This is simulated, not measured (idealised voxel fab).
The document below concerns the process module designated voxel spacer lines.
Displayed cross-section: cut, width of 180 nm, square cells sized 5 nm.
When this document writes out a cross-section, it uses a grid of square cells and lists it as bands, beginning at the top and moving down, with a band standing for one or more rows of cells. Band: top and bottom heights (nm) first, top before bottom; then materials from left to right, widths in nm. "edge to edge" marks a sole material filling the band edge to edge. "empty" denotes empty space. Convention: height 0 is the level below which the wafer, as received, is all one material. The lowest band does not terminate at the bottom but continues downward, represented as "0 -> down". Width "30->40": first value at the band's top row of cells, second value at its bottom row, equal change from row to row. Step note "no modification" = no cross-section cell changed. The entry titled "Enclosed internal cavities" provides the empty spaces that have no open way to the top, restricted to those of 8 cells or more. Each is presented as width x height at distance, the distance being measured from the left edge, with all three in nm. Note: text after step settings on the step line = simulator remark on that step. overlay nm, on a step with a mask: how far to the right of its planned place the mask lay; to the left if negative.
[Process steps - plan]
- 1: RECEIVE, material Si
- 2: CONFORMAL_DEP, material Al2O3, thk nm 10
- 3: DIRECTIONAL_DEP, material TiN, thk nm 10
- 4: DIRECTIONAL_DEP, material aC, thk nm 30
- 5: PATTERN, tone cover, mask id MANDREL, material resist, width nm 25, pitch nm 70, thk nm 35, overlay nm 0
- 6: DIRECTIONAL_ETCH, etch materials aC, depth nm 30
- 7: STRIP, etch materials resist
- 8: CONFORMAL_DEP, material SiN, thk nm 10
- 9: DIRECTIONAL_ETCH, etch materials SiN, depth nm 10
- 10: STRIP, etch materials aC
- 11: DIRECTIONAL_ETCH, etch materials TiN, depth nm 10
- 12: STRIP, etch materials SiN
- 13: FILL_DEP, material lowk, thk nm 10
- 14: CMP, height nm 20
[First of two wafers, with the run carried out as planned]
[As-received state of the wafer in cross-section, equivalent to post-step 1]
- 0 -> down | Si edge to edge
- Enclosed internal cavities: none
[Once step 2 is through, the wafer looks like this in cross-section]
- 10 -> 0 | Al2O3 edge to edge
- Below 0, no change.
[Once step 3 is through, the wafer looks like this in cross-section]
- 20 -> 10 | TiN edge to edge
- Below 10, no change.
[Once step 4 is through, the wafer looks like this in cross-section]
- 50 -> 20 | aC edge to edge
- Below 20, no change.
[Once step 5 is through, the wafer looks like this in cross-section]
- 85 -> 50 | 40 of empty | 25 of resist | 45 of empty | 25 of resist | 45 of empty
- Below 50, no change.
[Once step 6 is through, the wafer looks like this in cross-section]
- 55 -> 50 | 40 of empty | 25 of resist | 45 of empty | 25 of resist | 45 of empty
- 50 -> 20 | 40 of empty | 25 of aC | 45 of empty | 25 of aC | 45 of empty
- Below 20, no change.
[Once step 7 is through, the wafer looks like this in cross-section]
- 50 -> 20 | 40 of empty | 25 of aC | 45 of empty | 25 of aC | 45 of empty
- Below 20, no change.
[Once step 8 is through, the wafer looks like this in cross-section]
- 60 -> 50 | 30 of empty | 45 of SiN | 25 of empty | 45 of SiN | 35 of empty
- 50 -> 30 | 30 of empty | 10 of SiN | 25 of aC | 10 of SiN | 25 of empty | 10 of SiN | 25 of aC | 10 of SiN | 35 of empty
- 30 -> 20 | 40 of SiN | 25 of aC | 45 of SiN | 25 of aC | 45 of SiN
- Below 20, no change.
[Once step 9 is through, the wafer looks like this in cross-section]
- 50 -> 20 | 30 of empty | 10 of SiN | 25 of aC | 10 of SiN | 25 of empty | 10 of SiN | 25 of aC | 10 of SiN | 35 of empty
- Below 20, no change.
[Once step 10 is through, the wafer looks like this in cross-section]
- 50 -> 20 | 30 of empty | 10 of SiN | 25 of empty | 10 of SiN | 25 of empty | 10 of SiN | 25 of empty | 10 of SiN | 35 of empty
- Below 20, no change.
[Once step 11 is through, the wafer looks like this in cross-section]
- 50 -> 20 | 30 of empty | 10 of SiN | 25 of empty | 10 of SiN | 25 of empty | 10 of SiN | 25 of empty | 10 of SiN | 35 of empty
- 20 -> 10 | 30 of empty | 10 of TiN | 25 of empty | 10 of TiN | 25 of empty | 10 of TiN | 25 of empty | 10 of TiN | 35 of empty
- Below 10, no change.
[Once step 12 is through, the wafer looks like this in cross-section]
- 20 -> 10 | 30 of empty | 10 of TiN | 25 of empty | 10 of TiN | 25 of empty | 10 of TiN | 25 of empty | 10 of TiN | 35 of empty
- Below 10, no change.
[Once step 13 is through, the wafer looks like this in cross-section]
- 30 -> 20 | lowk edge to edge
- 20 -> 10 | 30 of lowk | 10 of TiN | 25 of lowk | 10 of TiN | 25 of lowk | 10 of TiN | 25 of lowk | 10 of TiN | 35 of lowk
- Below 10, no change.
[Once step 14 is through, the wafer looks like this in cross-section]
- 20 -> 10 | 30 of lowk | 10 of TiN | 25 of lowk | 10 of TiN | 25 of lowk | 10 of TiN | 25 of lowk | 10 of TiN | 35 of lowk
- Below 10, no change.
[Wafer two of two - same starting point, same process plan, one mistake in execution; matches wafer one up to and including step 4]
[Cross-sectional view of the second wafer at the intended end time of process step 5]
- 85 -> 50 | 50 of empty | 25 of resist | 45 of empty | 25 of resist | 35 of empty
- Below 50, no change.
[Cross-sectional view of the second wafer at the intended end time of process step 6]
- 55 -> 50 | 50 of empty | 25 of resist | 45 of empty | 25 of resist | 35 of empty
- 50 -> 20 | 50 of empty | 25 of aC | 45 of empty | 25 of aC | 35 of empty
- Below 20, no change.
[Cross-sectional view of the second wafer at the intended end time of process step 7]
- 50 -> 20 | 50 of empty | 25 of aC | 45 of empty | 25 of aC | 35 of empty
- Below 20, no change.
[Cross-sectional view of the second wafer at the intended end time of process step 8]
- 60 -> 50 | 40 of empty | 45 of SiN | 25 of empty | 45 of SiN | 25 of empty
- 50 -> 30 | 40 of empty | 10 of SiN | 25 of aC | 10 of SiN | 25 of empty | 10 of SiN | 25 of aC | 10 of SiN | 25 of empty
- 30 -> 20 | 50 of SiN | 25 of aC | 45 of SiN | 25 of aC | 35 of SiN
- Below 20, no change.
[Cross-sectional view of the second wafer at the intended end time of process step 9]
- 50 -> 20 | 40 of empty | 10 of SiN | 25 of aC | 10 of SiN | 25 of empty | 10 of SiN | 25 of aC | 10 of SiN | 25 of empty
- Below 20, no change.
[Cross-sectional view of the second wafer at the intended end time of process step 10]
- 50 -> 20 | 40 of empty | 10 of SiN | 25 of empty | 10 of SiN | 25 of empty | 10 of SiN | 25 of empty | 10 of SiN | 25 of empty
- Below 20, no change.
[Cross-sectional view of the second wafer at the intended end time of process step 11]
- 50 -> 20 | 40 of empty | 10 of SiN | 25 of empty | 10 of SiN | 25 of empty | 10 of SiN | 25 of empty | 10 of SiN | 25 of empty
- 20 -> 10 | 40 of empty | 10 of TiN | 25 of empty | 10 of TiN | 25 of empty | 10 of TiN | 25 of empty | 10 of TiN | 25 of empty
- Below 10, no change.
[Cross-sectional view of the second wafer at the intended end time of process step 12]
- 20 -> 10 | 40 of empty | 10 of TiN | 25 of empty | 10 of TiN | 25 of empty | 10 of TiN | 25 of empty | 10 of TiN | 25 of empty
- Below 10, no change.
[Cross-sectional view of the second wafer at the intended end time of process step 13]
- 30 -> 20 | lowk edge to edge
- 20 -> 10 | 40 of lowk | 10 of TiN | 25 of lowk | 10 of TiN | 25 of lowk | 10 of TiN | 25 of lowk | 10 of TiN | 25 of lowk
- Below 10, no change.
[Cross-sectional view of the second wafer at the intended end time of process step 14]
- 20 -> 10 | 40 of lowk | 10 of TiN | 25 of lowk | 10 of TiN | 25 of lowk | 10 of TiN | 25 of lowk | 10 of TiN | 25 of lowk
- Below 10, no change.
Run error: contrary to plan, step 5 was performed as PATTERN, tone cover, mask id MANDREL, material resist, width nm 25, pitch nm 70, thk nm 35, overlay nm 10
The two final wafers agree on how many cells each material fills and disagree on which cells those are.
